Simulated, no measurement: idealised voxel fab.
Proc. module: voxel trench capacitor
Square cells of 5 nm make up the cross-section cut, whose width is 240 nm.
Cross-section format: a grid of square cells, given as bands from top to bottom; each band is one or more rows of cells.
Band entry format. Leading values: height of top, height of bottom, nm. Remainder: materials in left-to-right order, each with its width in nm. Special words: "all across" on a single material, which then fills the band edge to edge; "blank", empty space.
The reference from which all heights are counted is 0, the level beneath which the as-received wafer is entirely one material; the lowest band, having no lower bound, proceeds downward and is written after the example "top 0, no bottom".
The notation "30 to 40" denotes a width that varies across the rows of cells in the band, beginning at the first number in the top row, finishing at the second number in the bottom row, and changing by an identical amount from each row to the next.
The designation "left unchanged", where it is given for a processing step, indicates that no cell of the cross-section was altered in the course of that step.
If an empty space has no open way to the top and is at least 8 cells in size, "Closed cavities" lists it, written width x height at distance, where distance is measured from the left edge and every value is in nm.
Note: text after step settings on the step line = simulator remark on that step.
You can add "overlay nm" to a step's line. For a step with a mask, it describes how far the mask lay to the right of its planned position, and a negative number describes a lay to the left.

Listed below are the process steps as planned:
- 1: RECEIVE with material Si
- 2: CONFORMAL_DEP with material SiN, thk nm 10
- 3: MASKED_ETCH with tone open, mask id TRENCH, width nm 30, pitch nm 60, etch materials SiN, depth nm 10, overlay nm 0
- 4: MASKED_ETCH with tone open, mask id TRENCH, width nm 30, pitch nm 60, etch materials Si, depth nm 30, overlay nm 0
- 5: CONFORMAL_DEP with material Al2O3, thk nm 5
- 6: CONFORMAL_DEP with material TiN, thk nm 5
- 7: FILL_DEP with material W, thk nm 10
- 8: CMP with height nm 10

So this is the incoming wafer in cross-section - it's already been through step 1:
* top 0, no bottom  Si all across
* Closed cavities: none

Cross-sectional result after module completion. Note: starting condition and plan are unchanged from above; one processing mistake was made:
* top 10, bottom 5  TiN: 40 | Al2O3: 5 | SiN: 30 | Al2O3: 5 | TiN: 20 | Al2O3: 5 | SiN: 30 | Al2O3: 5 | TiN: 20 | Al2O3: 5 | SiN: 30 | Al2O3: 5 | TiN: 40
* top 5, bottom 0  Al2O3: 45 | SiN: 30 | Al2O3: 30 | SiN: 30 | Al2O3: 30 | SiN: 30 | Al2O3: 45
* top 0, no bottom  Si all across
* Closed cavities: none
What was the processing mistake? step 3, actual vs plan mismatch, actual run MASKED_ETCH with tone cover, mask id TRENCH, width nm 30, pitch nm 60, etch materials SiN, depth nm 10, overlay nm 0
